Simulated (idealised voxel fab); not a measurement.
Title: Process Module voxel transistor to metal
The cross-section shown here is cut; it is 175 nm wide and divided into square cells measuring 5 nm on a side.
In what follows, cross-sections appear as grids of square cells, described through bands that run from the top down, where every band is one or more rows of cells. Band entry format. Leading values: height of top, height of bottom, nm. Remainder: materials in left-to-right order, each with its width in nm. Special words: "throughout" on a single material, which then fills the band edge to edge; "blank", empty space. Beneath 0, the wafer as received is one material, and that level is where height counting begins. The lowest band goes on downward without a bottom; it is written like "0 and below". Per-row width for "30 to 40": begins at first number (top row of band), ends at second number (bottom row), increment between rows held constant. "remained unchanged" for a step: no cell of the cross-section changed in that step. Heads up: "Closed void roster" only lists the empty pockets with no open path to the top that are 8 cells or more, and it writes them as width x height at distance, distance from the left edge, in nm. If you see something after the settings on a step's line, that's the simulator's own remark about that step. overlay nm: where the mask lay relative to plan, measured to the right, on steps with a mask; negatives go left.

PROCESS STEPS FORESEEN IN THE PLAN
1 RECEIVE with material Si
2 OXIDIZE with depth nm 5
3 CONFORMAL_DEP with material SiN, thk nm 15
4 PATTERN with tone cover, mask id ACTIVE, material resist, width nm 135, thk nm 20, overlay nm 0
5 DIRECTIONAL_ETCH with etch materials SiN, depth nm 15
6 DIRECTIONAL_ETCH with etch materials SiO2, depth nm 5
7 DIRECTIONAL_ETCH with etch materials Si, depth nm 25
8 STRIP with etch materials resist
9 FILL_DEP with material SiO2, thk nm 15
10 CMP with height nm 15
11 SELECTIVE_ETCH with etch materials SiO2, depth nm 10
12 STRIP with etch materials SiN
13 SELECTIVE_ETCH with etch materials SiO2, depth nm 5
14 OXIDIZE with depth nm 5
15 DIRECTIONAL_DEP with material polySi, thk nm 20
16 DIRECTIONAL_DEP with material SiCN, thk nm 15
17 PATTERN with tone cover, mask id GATE, material resist, width nm 35, thk nm 20, overlay nm 0
18 DIRECTIONAL_ETCH with etch materials SiCN, depth nm 25
19 DIRECTIONAL_ETCH with etch materials polySi, depth nm 40
20 STRIP with etch materials resist
21 CONFORMAL_DEP with material SiO2, thk nm 5
22 DIRECTIONAL_ETCH with etch materials SiO2, depth nm 5
23 CONFORMAL_DEP with material SiN, thk nm 10
24 DIRECTIONAL_ETCH with etch materials SiN, depth nm 10
25 DIRECTIONAL_ETCH with etch materials SiO2, depth nm 5
26 DIRECTIONAL_ETCH with etch materials Si, depth nm 15
27 EPI with material nSi, thk nm 15
28 FILL_DEP with material SiO2, thk nm 5
29 CMP with height nm 25
30 STRIP with etch materials polySi
31 SELECTIVE_ETCH with etch materials SiO2, depth nm 5
32 CONFORMAL_DEP with material HfO2, thk nm 5
33 CONFORMAL_DEP with material TiN, thk nm 5
34 FILL_DEP with material W, thk nm 5
35 CMP with height nm 20
36 DIRECTIONAL_DEP with material SiO2, thk nm 10
37 MASKED_ETCH with tone open, mask id CONTACT, width nm 20, pitch nm 95, etch materials SiO2, depth nm 25, overlay nm 0
38 CONFORMAL_DEP with material TiN, thk nm 5
39 FILL_DEP with material W, thk nm 10
40 CMP with height nm 30
41 DIRECTIONAL_DEP with material TiN, thk nm 5
42 DIRECTIONAL_DEP with material W, thk nm 15
43 DIRECTIONAL_DEP with material aC, thk nm 10
44 PATTERN with tone cover, mask id METAL_1, material resist, width nm 20, pitch nm 95, thk nm 30, overlay nm 0
45 DIRECTIONAL_ETCH with etch materials aC, depth nm 10
46 STRIP with etch materials resist
47 DIRECTIONAL_ETCH with etch materials W, depth nm 15
48 DIRECTIONAL_ETCH with etch materials TiN, depth nm 5
49 STRIP with etch materials aC
50 CONFORMAL_DEP with material SiCN, thk nm 5
51 FILL_DEP with material lowk, thk nm 10
52 CMP with height nm 50
53 CONFORMAL_DEP with material SiCN, thk nm 5
Every wafer here starts from the same state; it is the step 15 thk nm that distinguishes them, and the value the plan gives belongs to the first wafer.

INCOMING STATE OF THE FIRST OF SEVERAL WAFERS IN CROSS-SECTION: AFTER STEP 1
> 0 and below  Si throughout
> Closed void roster: none

CROSS-SECTIONAL REPRESENTATION OF THE FIRST OF SEVERAL WAFERS AT THE END OF THE MODULE, I.E. AFTER ITS TERMINAL STEP, STEP 53
> 55 down to 50  SiCN throughout
> 50 down to 35  lowk=25; SiCN=5; W=20; SiCN=5; lowk=65; SiCN=5; W=20; SiCN=5; lowk=25
> 35 down to 30  SiCN=30; TiN=20; SiCN=75; TiN=20; SiCN=30
> 30 down to 20  SiO2=30; TiN=5; W=10; TiN=5; SiO2=75; TiN=5; W=10; TiN=5; SiO2=30
> 20 down to 15  SiO2=30; TiN=5; W=10; TiN=5; SiO2=5; SiN=10; SiO2=5; SiCN=35; SiO2=5; SiN=10; SiO2=5; TiN=5; W=10; TiN=5; SiO2=30
> 15 down to 10  SiO2=30; TiN=5; W=10; TiN=5; SiO2=5; SiN=10; SiO2=5; polySi=35; SiO2=5; SiN=10; SiO2=5; TiN=5; W=10; TiN=5; SiO2=30
> 10 down to 5  SiO2=30; TiN=20; SiO2=5; SiN=10; SiO2=5; polySi=35; SiO2=5; SiN=10; SiO2=5; TiN=20; SiO2=30
> 5 down to 0  SiO2=25; nSi=30; SiN=10; SiO2=5; polySi=35; SiO2=5; SiN=10; nSi=30; SiO2=25
> 0 down to -5  SiO2=20; SiN=10; nSi=25; SiN=10; SiO2=5; polySi=35; SiO2=5; SiN=10; nSi=25; SiN=10; SiO2=20
> -5 down to -10  SiO2=30; nSi=25; SiO2=65; nSi=25; SiO2=30
> -10 down to -25  SiO2=20; Si=10; nSi=25; Si=65; nSi=25; Si=10; SiO2=20
> -25 down to -30  SiO2=20; Si=135; SiO2=20
> -30 and below  Si throughout
> Closed void roster: none

LAST WAFER OF THE SET, CROSS-SECTIONED AT END OF MODULE
> 55 down to 50  SiCN throughout
> 50 down to 35  lowk=25; SiCN=5; W=20; SiCN=5; lowk=65; SiCN=5; W=20; SiCN=5; lowk=25
> 35 down to 30  SiCN=30; TiN=20; SiCN=75; TiN=20; SiCN=30
> 30 down to 20  SiO2=30; TiN=5; W=10; TiN=5; SiO2=75; TiN=5; W=10; TiN=5; SiO2=30
> 20 down to 10  SiO2=30; TiN=5; W=10; TiN=5; SiO2=5; SiN=10; HfO2=5; TiN=5; W=25; TiN=5; HfO2=5; SiN=10; SiO2=5; TiN=5; W=10; TiN=5; SiO2=30
> 10 down to 5  SiO2=30; TiN=20; SiO2=5; SiN=10; HfO2=5; TiN=5; W=25; TiN=5; HfO2=5; SiN=10; SiO2=5; TiN=20; SiO2=30
> 5 down to 0  SiO2=25; nSi=30; SiN=10; HfO2=5; TiN=5; W=25; TiN=5; HfO2=5; SiN=10; nSi=30; SiO2=25
> 0 down to -5  SiO2=20; SiN=10; nSi=25; SiN=10; HfO2=5; TiN=35; HfO2=5; SiN=10; nSi=25; SiN=10; SiO2=20
> -5 down to -10  SiO2=30; nSi=25; SiO2=10; HfO2=45; SiO2=10; nSi=25; SiO2=30
> -10 down to -25  SiO2=20; Si=10; nSi=25; Si=65; nSi=25; Si=10; SiO2=20
> -25 down to -30  SiO2=20; Si=135; SiO2=20
> -30 and below  Si throughout
> Closed void roster: none

TABULATED BELOW, WAFER BY WAFER, ARE THE END-OF-MODULE RESULTS: FOR EACH MATERIAL, THE NUMBER OF CELLS GAINED (+) OR LOST (-) RELATIVE TO THE AS-RECEIVED STATE, FOLLOWED BY THE CLOSED VOIDS
thk nm 20; -132 Si; +81 SiCN; +24 SiN; +181 SiO2; +32 TiN; +40 W; +69 lowk; +62 nSi; +28 polySi; Closed void roster: none
thk nm 25; -132 Si; +74 SiCN; +24 SiN; +181 SiO2; +32 TiN; +40 W; +69 lowk; +62 nSi; +35 polySi; Closed void roster: none
thk nm 30; +19 HfO2; -132 Si; +74 SiCN; +24 SiN; +162 SiO2; +47 TiN; +60 W; +69 lowk; +62 nSi; Closed void roster: none
thk nm 35; +19 HfO2; -132 Si; +74 SiCN; +24 SiN; +162 SiO2; +47 TiN; +60 W; +69 lowk; +62 nSi; Closed void roster: none
thk nm 40; +19 HfO2; -132 Si; +74 SiCN; +24 SiN; +162 SiO2; +47 TiN; +60 W; +69 lowk; +62 nSi; Closed void roster: none
